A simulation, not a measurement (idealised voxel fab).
Process module heading - voxel transistor to metal
It is cross-section cut that appears here, measuring 290 nm in width, its square cells being 5 nm in size.
If you're reading a cross-section in this doc, picture square cells in a grid; it comes to you as bands, top ones listed first down to the bottom, and a band can be one or more rows of cells.
Top, bottom (nm), then materials left to right with widths (nm); lone material tagged "everywhere" fills the whole band edge to edge; "air" = empty space.
A quick word on heights: they are counted from 0, and under that level the wafer as it came to us is one material throughout. The lowest band is different from the rest in having no bottom; it simply continues downward, written as in "z 0 and below".
So if you see something like "30..40" for the width, read it as the top row of the band sitting at the first number and the bottom row at the second, with every row in between moving by the same amount as the last.
What does "nothing was modified" mean for a step? It means no cell of the cross-section changed in that step.
Empty spaces without an open route to the top, at least 8 cells in extent, make up the entry "Closed void inventory"; each is given as width x height at distance, where the distance is measured from the left edge, and all are in nm.
Heads up: the bit after the settings on a step's line is the simulator's remark on that step.
Regarding "overlay nm": on a step with a mask, it is the distance the mask lay to the right of its planned place; a negative value places it to the left.
## These are the steps we planned for the process
1. op RECEIVE | material Si
2. op OXIDIZE | depth nm 5
3. op CONFORMAL_DEP | material SiN | thk nm 10
4. op PATTERN | tone cover | mask id ACTIVE | material resist | width nm 115 | pitch nm 140 | thk nm 15 | overlay nm 0
5. op DIRECTIONAL_ETCH | etch materials SiN | depth nm 10
6. op DIRECTIONAL_ETCH | etch materials SiO2 | depth nm 5
7. op DIRECTIONAL_ETCH | etch materials Si | depth nm 20
8. op STRIP | etch materials resist
9. op FILL_DEP | material SiO2 | thk nm 10
10. op CMP | height nm 10
11. op SELECTIVE_ETCH | etch materials SiO2 | depth nm 5
12. op STRIP | etch materials SiN
13. op SELECTIVE_ETCH | etch materials SiO2 | depth nm 5
14. op OXIDIZE | depth nm 5
15. op DIRECTIONAL_DEP | material polySi | thk nm 30
16. op DIRECTIONAL_DEP | material SiCN | thk nm 15
17. op DIRECTIONAL_DEP | material aC | thk nm 10
18. op PATTERN | tone cover | mask id GATE | material resist | width nm 25 | pitch nm 140 | thk nm 25 | overlay nm 0
19. op DIRECTIONAL_ETCH | etch materials aC | depth nm 10
20. op STRIP | etch materials resist
21. op DIRECTIONAL_ETCH | etch materials SiCN | depth nm 25
22. op DIRECTIONAL_ETCH | etch materials polySi | depth nm 40
23. op STRIP | etch materials aC
24. op CONFORMAL_DEP | material SiO2 | thk nm 5
25. op DIRECTIONAL_ETCH | etch materials SiO2 | depth nm 5
26. op CONFORMAL_DEP | material SiN | thk nm 10
27. op DIRECTIONAL_ETCH | etch materials SiN | depth nm 10
28. op DIRECTIONAL_ETCH | etch materials SiO2 | depth nm 5
29. op DIRECTIONAL_ETCH | etch materials Si | depth nm 15
30. op EPI | material SiGe | thk nm 15
31. op FILL_DEP | material SiO2 | thk nm 5
32. op CMP | height nm 40
33. op DIRECTIONAL_DEP | material SiO2 | thk nm 15
34. op MASKED_ETCH | tone open | mask id CONTACT | width nm 30 | etch materials SiO2 | depth nm 50 | overlay nm 0
35. op CONFORMAL_DEP | material TiN | thk nm 5
36. op FILL_DEP | material W | thk nm 5
37. op CMP | height nm 55
38. op CONFORMAL_DEP | material SiN | thk nm 5
39. op DIRECTIONAL_DEP | material lowk | thk nm 15
40. op MASKED_ETCH | tone open | mask id METAL_1 | width nm 20 | etch materials lowk | depth nm 15 | overlay nm 0
41. op MASKED_ETCH | tone open | mask id METAL_1 | width nm 20 | etch materials SiN | depth nm 5 | overlay nm 0
42. op CONFORMAL_DEP | material TiN | thk nm 5
43. op FILL_DEP | material Cu | thk nm 10
44. op CMP | height nm 75
45. op EPI | material Ru | thk nm 5
46. op FILL_DEP | material SiCN | thk nm 5
## first wafer, as planned
## Wafer as received: cross-section following step 1
	z 0 and below | Si everywhere
	Closed void inventory: none
## Wafer after step 2 (cross-section)
	z 0 to -5 | SiO2 everywhere
	Nothing below the height -5 has changed.
## Wafer after step 3 (cross-section)
	z 10 to 0 | SiN everywhere
	Nothing below the height 0 has changed.
## Wafer after step 4 (cross-section)
	z 25 to 10 | 15 of air  115 of resist  25 of air  115 of resist  20 of air
	Nothing below the height 10 has changed.
## Wafer after step 5 (cross-section)
	z 25 to 10 | 15 of air  115 of resist  25 of air  115 of resist  20 of air
	z 10 to 0 | 15 of air  115 of SiN  25 of air  115 of SiN  20 of air
	Nothing below the height 0 has changed.
## Wafer after step 6 (cross-section)
	z 25 to 10 | 15 of air  115 of resist  25 of air  115 of resist  20 of air
	z 10 to 0 | 15 of air  115 of SiN  25 of air  115 of SiN  20 of air
	z 0 to -5 | 15 of air  115 of SiO2  25 of air  115 of SiO2  20 of air
	Nothing below the height -5 has changed.
## Wafer after step 7 (cross-section)
	z 25 to 10 | 15 of air  115 of resist  25 of air  115 of resist  20 of air
	z 10 to 0 | 15 of air  115 of SiN  25 of air  115 of SiN  20 of air
	z 0 to -5 | 15 of air  115 of SiO2  25 of air  115 of SiO2  20 of air
	z -5 to -25 | 15 of air  115 of Si  25 of air  115 of Si  20 of air
	Nothing below the height -25 has changed.
## Wafer after step 8 (cross-section)
	z 10 to 0 | 15 of air  115 of SiN  25 of air  115 of SiN  20 of air
	Nothing below the height 0 has changed.
## Wafer after step 9 (cross-section)
	z 20 to 10 | SiO2 everywhere
	z 10 to 0 | 15 of SiO2  115 of SiN  25 of SiO2  115 of SiN  20 of SiO2
	z 0 to -5 | SiO2 everywhere
	z -5 to -25 | 15 of SiO2  115 of Si  25 of SiO2  115 of Si  20 of SiO2
	Nothing below the height -25 has changed.
## Wafer after step 10 (cross-section)
	z 10 to 0 | 15 of SiO2  115 of SiN  25 of SiO2  115 of SiN  20 of SiO2
	Nothing below the height 0 has changed.
## Wafer after step 11 (cross-section)
	z 10 to 5 | 15 of air  115 of SiN  25 of air  115 of SiN  20 of air
	Nothing below the height 5 has changed.
## Wafer after step 12 (cross-section)
	z 5 to 0 | 15 of SiO2  115 of air  25 of SiO2  115 of air  20 of SiO2
	Nothing below the height 0 has changed.
## Wafer after step 13 (cross-section)
	z 0 to -5 | 10 of SiO2  125 of air  15 of SiO2  125 of air  15 of SiO2
	Nothing below the height -5 has changed.
## Wafer after step 14 (cross-section)
	z 0 to -5 | 10 of SiO2  125 of air  15 of SiO2  125 of air  15 of SiO2
	z -5 to -10 | SiO2 everywhere
	Nothing below the height -10 has changed.
## Wafer after step 15 (cross-section)
	z 30 to 25 | 10 of polySi  125 of air  15 of polySi  125 of air  15 of polySi
	z 25 to 0 | polySi everywhere
	z 0 to -5 | 10 of SiO2  125 of polySi  15 of SiO2  125 of polySi  15 of SiO2
	Nothing below the height -5 has changed.
## Wafer after step 16 (cross-section)
	z 45 to 40 | 10 of SiCN  125 of air  15 of SiCN  125 of air  15 of SiCN
	z 40 to 30 | SiCN everywhere
	z 30 to 25 | 10 of polySi  125 of SiCN  15 of polySi  125 of SiCN  15 of polySi
	Nothing below the height 25 has changed.
## Wafer after step 17 (cross-section)
	z 55 to 50 | 10 of aC  125 of air  15 of aC  125 of air  15 of aC
	z 50 to 45 | aC everywhere
	z 45 to 40 | 10 of SiCN  125 of aC  15 of SiCN  125 of aC  15 of SiCN
	Nothing below the height 40 has changed.
## Wafer after step 18 (cross-section)
	z 80 to 55 | 60 of air  25 of resist  115 of air  25 of resist  65 of air
	z 55 to 50 | 10 of aC  50 of air  25 of resist  50 of air  15 of aC  50 of air  25 of resist  50 of air  15 of aC
	Nothing below the height 50 has changed.
## Wafer after step 19 (cross-section)
	z 70 to 50 | 60 of air  25 of resist  115 of air  25 of resist  65 of air
	z 50 to 45 | 60 of air  25 of aC  115 of air  25 of aC  65 of air
	z 45 to 40 | 10 of SiCN  50 of air  25 of aC  50 of air  15 of SiCN  50 of air  25 of aC  50 of air  15 of SiCN
	Nothing below the height 40 has changed.
## Wafer after step 20 (cross-section)
	z 50 to 45 | 60 of air  25 of aC  115 of air  25 of aC  65 of air
	Nothing below the height 45 has changed.
## Wafer after step 21 (cross-section)
	z 50 to 40 | 60 of air  25 of aC  115 of air  25 of aC  65 of air
	z 40 to 30 | 60 of air  25 of SiCN  115 of air  25 of SiCN  65 of air
	z 30 to 25 | 10 of polySi  50 of air  25 of SiCN  50 of air  15 of polySi  50 of air  25 of SiCN  50 of air  15 of polySi
	Nothing below the height 25 has changed.
## Wafer after step 22 (cross-section)
	z 50 to 40 | 60 of air  25 of aC  115 of air  25 of aC  65 of air
	z 40 to 25 | 60 of air  25 of SiCN  115 of air  25 of SiCN  65 of air
	z 25 to 0 | 60 of air  25 of polySi  115 of air  25 of polySi  65 of air
	z 0 to -5 | 10 of SiO2  50 of air  25 of polySi  50 of air  15 of SiO2  50 of air  25 of polySi  50 of air  15 of SiO2
	Nothing below the height -5 has changed.
## Wafer after step 23 (cross-section)
	z 40 to 25 | 60 of air  25 of SiCN  115 of air  25 of SiCN  65 of air
	Nothing below the height 25 has changed.
## Wafer after step 24 (cross-section)
	z 45 to 40 | 55 of air  35 of SiO2  105 of air  35 of SiO2  60 of air
	z 40 to 25 | 55 of air  5 of SiO2  25 of SiCN  5 of SiO2  105 of air  5 of SiO2  25 of SiCN  5 of SiO2  60 of air
	z 25 to 5 | 55 of air  5 of SiO2  25 of polySi  5 of SiO2  105 of air  5 of SiO2  25 of polySi  5 of SiO2  60 of air
	z 5 to 0 | 15 of SiO2  40 of air  5 of SiO2  25 of polySi  5 of SiO2  40 of air  25 of SiO2  40 of air  5 of SiO2  25 of polySi  5 of SiO2  40 of air  20 of SiO2
	z 0 to -5 | 60 of SiO2  25 of polySi  115 of SiO2  25 of polySi  65 of SiO2
	Nothing below the height -5 has changed.
## Wafer after step 25 (cross-section)
	z 40 to 25 | 55 of air  5 of SiO2  25 of SiCN  5 of SiO2  105 of air  5 of SiO2  25 of SiCN  5 of SiO2  60 of air
	z 25 to 0 | 55 of air  5 of SiO2  25 of polySi  5 of SiO2  105 of air  5 of SiO2  25 of polySi  5 of SiO2  60 of air
	z 0 to -5 | 15 of SiO2  40 of air  5 of SiO2  25 of polySi  5 of SiO2  40 of air  25 of SiO2  40 of air  5 of SiO2  25 of polySi  5 of SiO2  40 of air  20 of SiO2
	Nothing below the height -5 has changed.
## Wafer after step 26 (cross-section)
	z 50 to 40 | 45 of air  55 of SiN  85 of air  55 of SiN  50 of air
	z 40 to 25 | 45 of air  10 of SiN  5 of SiO2  25 of SiCN  5 of SiO2  10 of SiN  85 of air  10 of SiN  5 of SiO2  25 of SiCN  5 of SiO2  10 of SiN  50 of air
	z 25 to 10 | 45 of air  10 of SiN  5 of SiO2  25 of polySi  5 of SiO2  10 of SiN  85 of air  10 of SiN  5 of SiO2  25 of polySi  5 of SiO2  10 of SiN  50 of air
	z 10 to 5 | 25 of SiN  20 of air  10 of SiN  5 of SiO2  25 of polySi  5 of SiO2  10 of SiN  20 of air  45 of SiN  20 of air  10 of SiN  5 of SiO2  25 of polySi  5 of SiO2  10 of SiN  20 of air  30 of SiN
	z 5 to 0 | 55 of SiN  5 of SiO2  25 of polySi  5 of SiO2  105 of SiN  5 of SiO2  25 of polySi  5 of SiO2  60 of SiN
	z 0 to -5 | 15 of SiO2  40 of SiN  5 of SiO2  25 of polySi  5 of SiO2  40 of SiN  25 of SiO2  40 of SiN  5 of SiO2  25 of polySi  5 of SiO2  40 of SiN  20 of SiO2
	Nothing below the height -5 has changed.
## Wafer after step 27 (cross-section)
	z 40 to 25 | 45 of air  10 of SiN  5 of SiO2  25 of SiCN  5 of SiO2  10 of SiN  85 of air  10 of SiN  5 of SiO2  25 of SiCN  5 of SiO2  10 of SiN  50 of air
	z 25 to 0 | 45 of air  10 of SiN  5 of SiO2  25 of polySi  5 of SiO2  10 of SiN  85 of air  10 of SiN  5 of SiO2  25 of polySi  5 of SiO2  10 of SiN  50 of air
	z 0 to -5 | 15 of SiO2  10 of SiN  20 of air  10 of SiN  5 of SiO2  25 of polySi  5 of SiO2  10 of SiN  20 of air  10 of SiN  25 of SiO2  10 of SiN  20 of air  10 of SiN  5 of SiO2  25 of polySi  5 of SiO2  10 of SiN  20 of air  10 of SiN  20 of SiO2
	Nothing below the height -5 has changed.
## Wafer after step 28 (cross-section)
	z 40 to 35 | 45 of air  10 of SiN  5 of air  25 of SiCN  5 of air  10 of SiN  85 of air  10 of SiN  5 of air  25 of SiCN  5 of air  10 of SiN  50 of air
	z 35 to 25 | 45 of air  10 of SiN  5 of SiO2  25 of SiCN  5 of SiO2  10 of SiN  85 of air  10 of SiN  5 of SiO2  25 of SiCN  5 of SiO2  10 of SiN  50 of air
	z 25 to 0 | 45 of air  10 of SiN  5 of SiO2  25 of polySi  5 of SiO2  10 of SiN  85 of air  10 of SiN  5 of SiO2  25 of polySi  5 of SiO2  10 of SiN  50 of air
	z 0 to -5 | 15 of air  10 of SiN  20 of air  10 of SiN  5 of SiO2  25 of polySi  5 of SiO2  10 of SiN  20 of air  10 of SiN  25 of air  10 of SiN  20 of air  10 of SiN  5 of SiO2  25 of polySi  5 of SiO2  10 of SiN  20 of air  10 of SiN  20 of air
	z -5 to -10 | 25 of SiO2  20 of air  55 of SiO2  20 of air  45 of SiO2  20 of air  55 of SiO2  20 of air  30 of SiO2
	Nothing below the height -10 has changed.
## Wafer after step 29 (cross-section)
	z 40 to 35 | 45 of air  10 of SiN  5 of air  25 of SiCN  5 of air  10 of SiN  85 of air  10 of SiN  5 of air  25 of SiCN  5 of air  10 of SiN  50 of air
	z 35 to 25 | 45 of air  10 of SiN  5 of SiO2  25 of SiCN  5 of SiO2  10 of SiN  85 of air  10 of SiN  5 of SiO2  25 of SiCN  5 of SiO2  10 of SiN  50 of air
	z 25 to 0 | 45 of air  10 of SiN  5 of SiO2  25 of polySi  5 of SiO2  10 of SiN  85 of air  10 of SiN  5 of SiO2  25 of polySi  5 of SiO2  10 of SiN  50 of air
	z 0 to -5 | 15 of air  10 of SiN  20 of air  10 of SiN  5 of SiO2  25 of polySi  5 of SiO2  10 of SiN  20 of air  10 of SiN  25 of air  10 of SiN  20 of air  10 of SiN  5 of SiO2  25 of polySi  5 of SiO2  10 of SiN  20 of air  10 of SiN  20 of air
	z -5 to -10 | 25 of SiO2  20 of air  55 of SiO2  20 of air  45 of SiO2  20 of air  55 of SiO2  20 of air  30 of SiO2
	z -10 to -25 | 15 of SiO2  10 of Si  20 of air  55 of Si  20 of air  10 of Si  25 of SiO2  10 of Si  20 of air  55 of Si  20 of air  10 of Si  20 of SiO2
	Nothing below the height -25 has changed.
## Wafer after step 30 (cross-section)
	z 40 to 35 | 45 of air  10 of SiN  5 of air  25 of SiCN  5 of air  10 of SiN  85 of air  10 of SiN  5 of air  25 of SiCN  5 of air  10 of SiN  50 of air
	z 35 to 25 | 45 of air  10 of SiN  5 of SiO2  25 of SiCN  5 of SiO2  10 of SiN  85 of air  10 of SiN  5 of SiO2  25 of SiCN  5 of SiO2  10 of SiN  50 of air
	z 25 to 5 | 45 of air  10 of SiN  5 of SiO2  25 of polySi  5 of SiO2  10 of SiN  85 of air  10 of SiN  5 of SiO2  25 of polySi  5 of SiO2  10 of SiN  50 of air
	z 5 to 0 | 20 of air  25 of SiGe  10 of SiN  5 of SiO2  25 of polySi  5 of SiO2  10 of SiN  25 of SiGe  35 of air  25 of SiGe  10 of SiN  5 of SiO2  25 of polySi  5 of SiO2  10 of SiN  25 of SiGe  25 of air
	z 0 to -5 | 15 of air  10 of SiN  20 of SiGe  10 of SiN  5 of SiO2  25 of polySi  5 of SiO2  10 of SiN  20 of SiGe  10 of SiN  25 of air  10 of SiN  20 of SiGe  10 of SiN  5 of SiO2  25 of polySi  5 of SiO2  10 of SiN  20 of SiGe  10 of SiN  20 of air
	z -5 to -10 | 25 of SiO2  20 of SiGe  55 of SiO2  20 of SiGe  45 of SiO2  20 of SiGe  55 of SiO2  20 of SiGe  30 of SiO2
	z -10 to -25 | 15 of SiO2  10 of Si  20 of SiGe  55 of Si  20 of SiGe  10 of Si  25 of SiO2  10 of Si  20 of SiGe  55 of Si  20 of SiGe  10 of Si  20 of SiO2
	Nothing below the height -25 has changed.
## Wafer after step 31 (cross-section)
	z 45 to 40 | SiO2 everywhere
	z 40 to 25 | 45 of SiO2  10 of SiN  5 of SiO2  25 of SiCN  5 of SiO2  10 of SiN  85 of SiO2  10 of SiN  5 of SiO2  25 of SiCN  5 of SiO2  10 of SiN  50 of SiO2
	z 25 to 5 | 45 of SiO2  10 of SiN  5 of SiO2  25 of polySi  5 of SiO2  10 of SiN  85 of SiO2  10 of SiN  5 of SiO2  25 of polySi  5 of SiO2  10 of SiN  50 of SiO2
	z 5 to 0 | 20 of SiO2  25 of SiGe  10 of SiN  5 of SiO2  25 of polySi  5 of SiO2  10 of SiN  25 of SiGe  35 of SiO2  25 of SiGe  10 of SiN  5 of SiO2  25 of polySi  5 of SiO2  10 of SiN  25 of SiGe  25 of SiO2
	z 0 to -5 | 15 of SiO2  10 of SiN  20 of SiGe  10 of SiN  5 of SiO2  25 of polySi  5 of SiO2  10 of SiN  20 of SiGe  10 of SiN  25 of SiO2  10 of SiN  20 of SiGe  10 of SiN  5 of SiO2  25 of polySi  5 of SiO2  10 of SiN  20 of SiGe  10 of SiN  20 of SiO2
	Nothing below the height -5 has changed.
## Wafer after step 32 (cross-section)
	z 40 to 25 | 45 of SiO2  10 of SiN  5 of SiO2  25 of SiCN  5 of SiO2  10 of SiN  85 of SiO2  10 of SiN  5 of SiO2  25 of SiCN  5 of SiO2  10 of SiN  50 of SiO2
	Nothing below the height 25 has changed.
## Wafer after step 33 (cross-section)
	z 55 to 40 | SiO2 everywhere
	Nothing below the height 40 has changed.
## Wafer after step 34 (cross-section)
	z 55 to 40 | 25 of SiO2  30 of air  35 of SiO2  30 of air  45 of SiO2  30 of air  35 of SiO2  30 of air  30 of SiO2
	z 40 to 25 | 25 of SiO2  20 of air  10 of SiN  5 of SiO2  25 of SiCN  5 of SiO2  10 of SiN  20 of air  45 of SiO2  20 of air  10 of SiN  5 of SiO2  25 of SiCN  5 of SiO2  10 of SiN  20 of air  30 of SiO2
	z 25 to 5 | 25 of SiO2  20 of air  10 of SiN  5 of SiO2  25 of polySi  5 of SiO2  10 of SiN  20 of air  45 of SiO2  20 of air  10 of SiN  5 of SiO2  25 of polySi  5 of SiO2  10 of SiN  20 of air  30 of SiO2
	Nothing below the height 5 has changed.
## Wafer after step 35 (cross-section)
	z 60 to 55 | 30 of TiN  20 of air  45 of TiN  20 of air  55 of TiN  20 of air  45 of TiN  20 of air  35 of TiN
	z 55 to 45 | 25 of SiO2  5 of TiN  20 of air  5 of TiN  35 of SiO2  5 of TiN  20 of air  5 of TiN  45 of SiO2  5 of TiN  20 of air  5 of TiN  35 of SiO2  5 of TiN  20 of air  5 of TiN  30 of SiO2
	z 45 to 40 | 25 of SiO2  5 of TiN  10 of air  15 of TiN  35 of SiO2  15 of TiN  10 of air  5 of TiN  45 of SiO2  5 of TiN  10 of air  15 of TiN  35 of SiO2  15 of TiN  10 of air  5 of TiN  30 of SiO2
	z 40 to 25 | 25 of SiO2  5 of TiN  10 of air  5 of TiN  10 of SiN  5 of SiO2  25 of SiCN  5 of SiO2  10 of SiN  5 of TiN  10 of air  5 of TiN  45 of SiO2  5 of TiN  10 of air  5 of TiN  10 of SiN  5 of SiO2  25 of SiCN  5 of SiO2  10 of SiN  5 of TiN  10 of air  5 of TiN  30 of SiO2
	z 25 to 10 | 25 of SiO2  5 of TiN  10 of air  5 of TiN  10 of SiN  5 of SiO2  25 of polySi  5 of SiO2  10 of SiN  5 of TiN  10 of air  5 of TiN  45 of SiO2  5 of TiN  10 of air  5 of TiN  10 of SiN  5 of SiO2  25 of polySi  5 of SiO2  10 of SiN  5 of TiN  10 of air  5 of TiN  30 of SiO2
	z 10 to 5 | 25 of SiO2  20 of TiN  10 of SiN  5 of SiO2  25 of polySi  5 of SiO2  10 of SiN  20 of TiN  45 of SiO2  20 of TiN  10 of SiN  5 of SiO2  25 of polySi  5 of SiO2  10 of SiN  20 of TiN  30 of SiO2
	Nothing below the height 5 has changed.
## Wafer after step 36 (cross-section)
	z 65 to 60 | W everywhere
	z 60 to 55 | 30 of TiN  20 of W  45 of TiN  20 of W  55 of TiN  20 of W  45 of TiN  20 of W  35 of TiN
	z 55 to 45 | 25 of SiO2  5 of TiN  20 of W  5 of TiN  35 of SiO2  5 of TiN  20 of W  5 of TiN  45 of SiO2  5 of TiN  20 of W  5 of TiN  35 of SiO2  5 of TiN  20 of W  5 of TiN  30 of SiO2
	z 45 to 40 | 25 of SiO2  5 of TiN  10 of W  15 of TiN  35 of SiO2  15 of TiN  10 of W  5 of TiN  45 of SiO2  5 of TiN  10 of W  15 of TiN  35 of SiO2  15 of TiN  10 of W  5 of TiN  30 of SiO2
	z 40 to 25 | 25 of SiO2  5 of TiN  10 of W  5 of TiN  10 of SiN  5 of SiO2  25 of SiCN  5 of SiO2  10 of SiN  5 of TiN  10 of W  5 of TiN  45 of SiO2  5 of TiN  10 of W  5 of TiN  10 of SiN  5 of SiO2  25 of SiCN  5 of SiO2  10 of SiN  5 of TiN  10 of W  5 of TiN  30 of SiO2
	z 25 to 10 | 25 of SiO2  5 of TiN  10 of W  5 of TiN  10 of SiN  5 of SiO2  25 of polySi  5 of SiO2  10 of SiN  5 of TiN  10 of W  5 of TiN  45 of SiO2  5 of TiN  10 of W  5 of TiN  10 of SiN  5 of SiO2  25 of polySi  5 of SiO2  10 of SiN  5 of TiN  10 of W  5 of TiN  30 of SiO2
	Nothing below the height 10 has changed.
## Wafer after step 37 (cross-section)
	z 55 to 45 | 25 of SiO2  5 of TiN  20 of W  5 of TiN  35 of SiO2  5 of TiN  20 of W  5 of TiN  45 of SiO2  5 of TiN  20 of W  5 of TiN  35 of SiO2  5 of TiN  20 of W  5 of TiN  30 of SiO2
	Nothing below the height 45 has changed.
## Wafer after step 38 (cross-section)
	z 60 to 55 | SiN everywhere
	Nothing below the height 55 has changed.
## Wafer after step 39 (cross-section)
	z 75 to 60 | lowk everywhere
	Nothing below the height 60 has changed.
## Wafer after step 40 (cross-section)
	z 75 to 60 | 25 of lowk  20 of air  55 of lowk  20 of air  45 of lowk  20 of air  55 of lowk  20 of air  30 of lowk
	Nothing below the height 60 has changed.
## Wafer after step 41 (cross-section)
	z 75 to 60 | 25 of lowk  20 of air  55 of lowk  20 of air  45 of lowk  20 of air  55 of lowk  20 of air  30 of lowk
	z 60 to 55 | 25 of SiN  20 of air  55 of SiN  20 of air  45 of SiN  20 of air  55 of SiN  20 of air  30 of SiN
	Nothing below the height 55 has changed.
## Wafer after step 42 (cross-section)
	z 80 to 75 | 30 of TiN  10 of air  65 of TiN  10 of air  55 of TiN  10 of air  65 of TiN  10 of air  35 of TiN
	z 75 to 60 | 25 of lowk  5 of TiN  10 of air  5 of TiN  55 of lowk  5 of TiN  10 of air  5 of TiN  45 of lowk  5 of TiN  10 of air  5 of TiN  55 of lowk  5 of TiN  10 of air  5 of TiN  30 of lowk
	z 60 to 55 | 25 of SiN  20 of TiN  55 of SiN  20 of TiN  45 of SiN  20 of TiN  55 of SiN  20 of TiN  30 of SiN
	Nothing below the height 55 has changed.
## Wafer after step 43 (cross-section)
	z 90 to 80 | Cu everywhere
	z 80 to 75 | 30 of TiN  10 of Cu  65 of TiN  10 of Cu  55 of TiN  10 of Cu  65 of TiN  10 of Cu  35 of TiN
	z 75 to 60 | 25 of lowk  5 of TiN  10 of Cu  5 of TiN  55 of lowk  5 of TiN  10 of Cu  5 of TiN  45 of lowk  5 of TiN  10 of Cu  5 of TiN  55 of lowk  5 of TiN  10 of Cu  5 of TiN  30 of lowk
	Nothing below the height 60 has changed.
## Wafer after step 44 (cross-section)
	z 75 to 60 | 25 of lowk  5 of TiN  10 of Cu  5 of TiN  55 of lowk  5 of TiN  10 of Cu  5 of TiN  45 of lowk  5 of TiN  10 of Cu  5 of TiN  55 of lowk  5 of TiN  10 of Cu  5 of TiN  30 of lowk
	Nothing below the height 60 has changed.
## Wafer after step 45 (cross-section)
	z 80 to 75 | 20 of air  30 of Ru  45 of air  30 of Ru  35 of air  30 of Ru  45 of air  30 of Ru  25 of air
	Nothing below the height 75 has changed.
## Wafer after step 46 (cross-section)
	z 85 to 80 | SiCN everywhere
	z 80 to 75 | 20 of SiCN  30 of Ru  45 of SiCN  30 of Ru  35 of SiCN  30 of Ru  45 of SiCN  30 of Ru  25 of SiCN
	Nothing below the height 75 has changed.
## The remaining wafer, second of the two, started like the first and was run to the same plan, except that one mistake was made along the way; the two coincide through step 39, inclusive
## The second wafer cut through, at the time step 40 was supposed to be finished
	z 75 to 60 | 30 of lowk  20 of air  55 of lowk  20 of air  45 of lowk  20 of air  55 of lowk  20 of air  25 of lowk
	Nothing below the height 60 has changed.
## The second wafer cut through, at the time step 41 was supposed to be finished
	z 75 to 60 | 30 of lowk  20 of air  55 of lowk  20 of air  45 of lowk  20 of air  55 of lowk  20 of air  25 of lowk
	z 60 to 55 | 30 of SiN  15 of air  60 of SiN  15 of air  50 of SiN  15 of air  60 of SiN  15 of air  30 of SiN
	Nothing below the height 55 has changed.
## The second wafer cut through, at the time step 42 was supposed to be finished
	z 80 to 75 | 35 of TiN  10 of air  65 of TiN  10 of air  55 of TiN  10 of air  65 of TiN  10 of air  30 of TiN
	z 75 to 65 | 30 of lowk  5 of TiN  10 of air  5 of TiN  55 of lowk  5 of TiN  10 of air  5 of TiN  45 of lowk  5 of TiN  10 of air  5 of TiN  55 of lowk  5 of TiN  10 of air  5 of TiN  25 of lowk
	z 65 to 60 | 30 of lowk  5 of TiN  5 of air  10 of TiN  55 of lowk  5 of TiN  5 of air  10 of TiN  45 of lowk  5 of TiN  5 of air  10 of TiN  55 of lowk  5 of TiN  5 of air  10 of TiN  25 of lowk
	z 60 to 55 | 30 of SiN  15 of TiN  60 of SiN  15 of TiN  50 of SiN  15 of TiN  60 of SiN  15 of TiN  30 of SiN
	Nothing below the height 55 has changed.
## The second wafer cut through, at the time step 43 was supposed to be finished
	z 90 to 80 | Cu everywhere
	z 80 to 75 | 35 of TiN  10 of Cu  65 of TiN  10 of Cu  55 of TiN  10 of Cu  65 of TiN  10 of Cu  30 of TiN
	z 75 to 65 | 30 of lowk  5 of TiN  10 of Cu  5 of TiN  55 of lowk  5 of TiN  10 of Cu  5 of TiN  45 of lowk  5 of TiN  10 of Cu  5 of TiN  55 of lowk  5 of TiN  10 of Cu  5 of TiN  25 of lowk
	z 65 to 60 | 30 of lowk  5 of TiN  5 of Cu  10 of TiN  55 of lowk  5 of TiN  5 of Cu  10 of TiN  45 of lowk  5 of TiN  5 of Cu  10 of TiN  55 of lowk  5 of TiN  5 of Cu  10 of TiN  25 of lowk
	Nothing below the height 60 has changed.
## The second wafer cut through, at the time step 44 was supposed to be finished
	z 75 to 65 | 30 of lowk  5 of TiN  10 of Cu  5 of TiN  55 of lowk  5 of TiN  10 of Cu  5 of TiN  45 of lowk  5 of TiN  10 of Cu  5 of TiN  55 of lowk  5 of TiN  10 of Cu  5 of TiN  25 of lowk
	Nothing below the height 65 has changed.
## The second wafer cut through, at the time step 45 was supposed to be finished
	z 80 to 75 | 25 of air  30 of Ru  45 of air  30 of Ru  35 of air  30 of Ru  45 of air  30 of Ru  20 of air
	Nothing below the height 75 has changed.
## The second wafer cut through, at the time step 46 was supposed to be finished
	z 85 to 80 | SiCN everywhere
	z 80 to 75 | 25 of SiCN  30 of Ru  45 of SiCN  30 of Ru  35 of SiCN  30 of Ru  45 of SiCN  30 of Ru  20 of SiCN
	Nothing below the height 75 has changed.
Run error: step 40 ran as: op MASKED_ETCH | tone open | mask id METAL_1 | width nm 20 | etch materials lowk | depth nm 15 | overlay nm 5
Final wafer comparison in cells, second versus first, more or fewer per material: 4 fewer of Cu; 4 more of SiN
